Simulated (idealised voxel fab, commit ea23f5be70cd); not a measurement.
process module | voxel transistor to metal
cross-section cut | 295 nm wide | cells 5 nm
A cross-section is a grid of square cells, given in bands from the top down. A band is one or more rows of cells.
Each band's line starts with the height of the band's top and of its bottom, in nm. Then come its materials from left to right, each with its width in nm. One material with "throughout" fills the band from edge to edge. "air" is empty space.
Height 0 is the level under which the wafer as received is all one material. The lowest band goes on downwards, as in "0 down".
A width such as "30 to 40" changes by the same amount from each row of cells to the next, from the band's top row to its bottom row.
"no change" after a step means that no cell of the cross-section changed.
closed voids: empty space of 8 cells or more with no open way to the top, each as width x height at its distance from the left edge, in nm
after a step's settings: what the simulator itself notes on the step
overlay nm, on a step with a mask: how far to the right of its planned place the mask lay; to the left if negative
plan
1 op RECEIVE | material Si
2 op CONFORMAL_DEP | material SiO2 | thk nm 5
3 op CONFORMAL_DEP | material SiN | thk nm 15
4 op MASKED_ETCH | tone cover | mask id ACTIVE | width nm 110 | pitch nm 130 | etch materials SiN | depth nm 15 | overlay nm 0
5 op MASKED_ETCH | tone cover | mask id ACTIVE | width nm 110 | pitch nm 130 | etch materials SiO2 | depth nm 5 | overlay nm 0
6 op MASKED_ETCH | tone cover | mask id ACTIVE | width nm 110 | pitch nm 130 | etch materials Si | depth nm 30 | overlay nm 0
7 op FILL_DEP | material SiO2 | thk nm 10
8 op CMP | height nm 20
9 op SELECTIVE_ETCH | etch materials SiO2 | depth nm 15
10 op STRIP | etch materials SiN
11 op SELECTIVE_ETCH | etch materials SiO2 | depth nm 5
12 op OXIDIZE | depth nm 5
13 op DIRECTIONAL_DEP | material polySi | thk nm 30
14 op DIRECTIONAL_DEP | material SiCN | thk nm 10
15 op DIRECTIONAL_DEP | material aC | thk nm 10
16 op PATTERN | tone cover | mask id GATE | material resist | width nm 20 | pitch nm 130 | thk nm 25 | overlay nm 0
17 op DIRECTIONAL_ETCH | etch materials aC | depth nm 10
18 op STRIP | etch materials resist
19 op DIRECTIONAL_ETCH | etch materials SiCN | depth nm 20
20 op DIRECTIONAL_ETCH | etch materials polySi | depth nm 40
21 op STRIP | etch materials aC
22 op CONFORMAL_DEP | material SiO2 | thk nm 5
23 op DIRECTIONAL_ETCH | etch materials SiO2 | depth nm 5
24 op CONFORMAL_DEP | material SiN | thk nm 5
25 op DIRECTIONAL_ETCH | etch materials SiN | depth nm 5
26 op DIRECTIONAL_ETCH | etch materials SiO2 | depth nm 5
27 op EPI | material SiGe | thk nm 5
28 op FILL_DEP | material SiO2 | thk nm 5
29 op CMP | height nm 40
30 op DIRECTIONAL_DEP | material SiO2 | thk nm 15
31 op DIRECTIONAL_DEP | material aC | thk nm 10
32 op PATTERN | tone open | mask id CONTACT | material resist | width nm 20 | thk nm 30 | overlay nm 0
33 op DIRECTIONAL_ETCH | etch materials aC | depth nm 10
34 op STRIP | etch materials resist
35 op DIRECTIONAL_ETCH | etch materials SiO2 | depth nm 55
36 op STRIP | etch materials aC
37 op CONFORMAL_DEP | material TiN | thk nm 5
38 op FILL_DEP | material Ru | thk nm 5
39 op CMP | height nm 55
40 op CONFORMAL_DEP | material SiN | thk nm 5
41 op DIRECTIONAL_DEP | material lowk | thk nm 25
42 op DIRECTIONAL_DEP | material aC | thk nm 15
43 op PATTERN | tone open | mask id METAL_1 | material resist | width nm 20 | thk nm 35 | overlay nm 0
44 op DIRECTIONAL_ETCH | etch materials aC | depth nm 15
45 op STRIP | etch materials resist
46 op DIRECTIONAL_ETCH | etch materials lowk | depth nm 25
47 op DIRECTIONAL_ETCH | etch materials SiN | depth nm 5
48 op STRIP | etch materials aC
49 op CONFORMAL_DEP | material TiN | thk nm 5
50 op FILL_DEP | material W | thk nm 10
51 op CMP | height nm 85
52 op EPI | material Ru | thk nm 5
53 op FILL_DEP | material SiCN | thk nm 5
54 op DIRECTIONAL_DEP | material SiO2 | thk nm 25
55 op DIRECTIONAL_DEP | material aC | thk nm 10
56 op PATTERN | tone open | mask id METAL_2 | material resist | width nm 20 | pitch nm 130 | thk nm 25 | overlay nm 0
57 op DIRECTIONAL_ETCH | etch materials aC | depth nm 10
58 op STRIP | etch materials resist
59 op DIRECTIONAL_ETCH | etch materials SiO2 | depth nm 15
60 op STRIP | etch materials aC
61 op DIRECTIONAL_DEP | material aC | thk nm 10
62 op PATTERN | tone open | mask id METAL_2_HOLES | material resist | width nm 15 | pitch nm 130 | thk nm 25 | overlay nm 0
63 op DIRECTIONAL_ETCH | etch materials aC | depth nm 10
64 op STRIP | etch materials resist
65 op DIRECTIONAL_ETCH | etch materials SiO2 | depth nm 10
66 op DIRECTIONAL_ETCH | etch materials SiCN | depth nm 5
67 op STRIP | etch materials aC
68 op CONFORMAL_DEP | material TiN | thk nm 5
69 op FILL_DEP | material Cu | thk nm 10
70 op CMP | height nm 120
71 op CONFORMAL_DEP | material SiCN | thk nm 5
as received, after step 1
  0 down: Si throughout
  closed voids: none
a wafer at the end: this start, this plan, one mistake
  125 to 120: SiCN throughout
  120 to 110: SiO2 30 | TiN 5 | Cu 10 | TiN 5 | SiO2 110 | TiN 5 | Cu 10 | TiN 5 | SiO2 115
  110 to 105: SiO2 30 | TiN 5 | Cu 5 | TiN 10 | SiO2 110 | TiN 5 | Cu 5 | TiN 10 | SiO2 115
  105 to 95: SiO2 30 | TiN 5 | Cu 5 | TiN 5 | SiO2 115 | TiN 5 | Cu 5 | TiN 5 | SiO2 120
  95 to 90: SiCN 30 | TiN 15 | SiCN 115 | TiN 15 | SiCN 120
  90 to 85: Ru 35 | SiCN 10 | Ru 70 | SiCN 10 | Ru 40 | SiCN 10 | Ru 70 | SiCN 10 | Ru 40
  85 to 60: W 25 | TiN 5 | lowk 20 | TiN 5 | W 50 | TiN 5 | lowk 20 | TiN 5 | W 20 | TiN 5 | lowk 20 | TiN 5 | W 50 | TiN 5 | lowk 20 | TiN 5 | W 30
  60 to 55: TiN 30 | SiN 20 | TiN 60 | SiN 20 | TiN 30 | SiN 20 | TiN 60 | SiN 20 | TiN 35
  55 to 40: SiO2 30 | TiN 5 | Ru 10 | TiN 5 | SiO2 60 | TiN 5 | Ru 10 | TiN 5 | SiO2 30 | TiN 5 | Ru 10 | TiN 5 | SiO2 60 | TiN 5 | Ru 10 | TiN 5 | SiO2 35
  40 to 30: SiO2 30 | TiN 5 | Ru 10 | TiN 5 | SiO2 10 | SiN 5 | SiO2 5 | SiCN 20 | SiO2 5 | SiN 5 | SiO2 10 | TiN 5 | Ru 10 | TiN 5 | SiO2 30 | TiN 5 | Ru 10 | TiN 5 | SiO2 10 | SiN 5 | SiO2 5 | SiCN 20 | SiO2 5 | SiN 5 | SiO2 10 | TiN 5 | Ru 10 | TiN 5 | SiO2 35
  30 to 5: SiO2 30 | TiN 5 | Ru 10 | TiN 5 | SiO2 10 | SiN 5 | SiO2 5 | polySi 20 | SiO2 5 | SiN 5 | SiO2 10 | TiN 5 | Ru 10 | TiN 5 | SiO2 30 | TiN 5 | Ru 10 | TiN 5 | SiO2 10 | SiN 5 | SiO2 5 | polySi 20 | SiO2 5 | SiN 5 | SiO2 10 | TiN 5 | Ru 10 | TiN 5 | SiO2 35
  5 to 0: SiO2 30 | TiN 20 | SiO2 10 | SiN 5 | SiO2 5 | polySi 20 | SiO2 5 | SiN 5 | SiO2 10 | TiN 20 | SiO2 30 | TiN 20 | SiO2 10 | SiN 5 | SiO2 5 | polySi 20 | SiO2 5 | SiN 5 | SiO2 10 | TiN 20 | SiO2 35
  0 to -5: SiO2 20 | SiGe 40 | SiO2 40 | SiGe 40 | SiO2 10 | SiGe 40 | SiO2 40 | SiGe 40 | SiO2 25
  -5 to -30: SiO2 25 | Si 110 | SiO2 20 | Si 110 | SiO2 30
  -30 down: Si throughout
  closed voids: none
what went wrong: step 43 ran as: op PATTERN | tone cover | mask id METAL_1 | material resist | width nm 20 | thk nm 35 | overlay nm 0
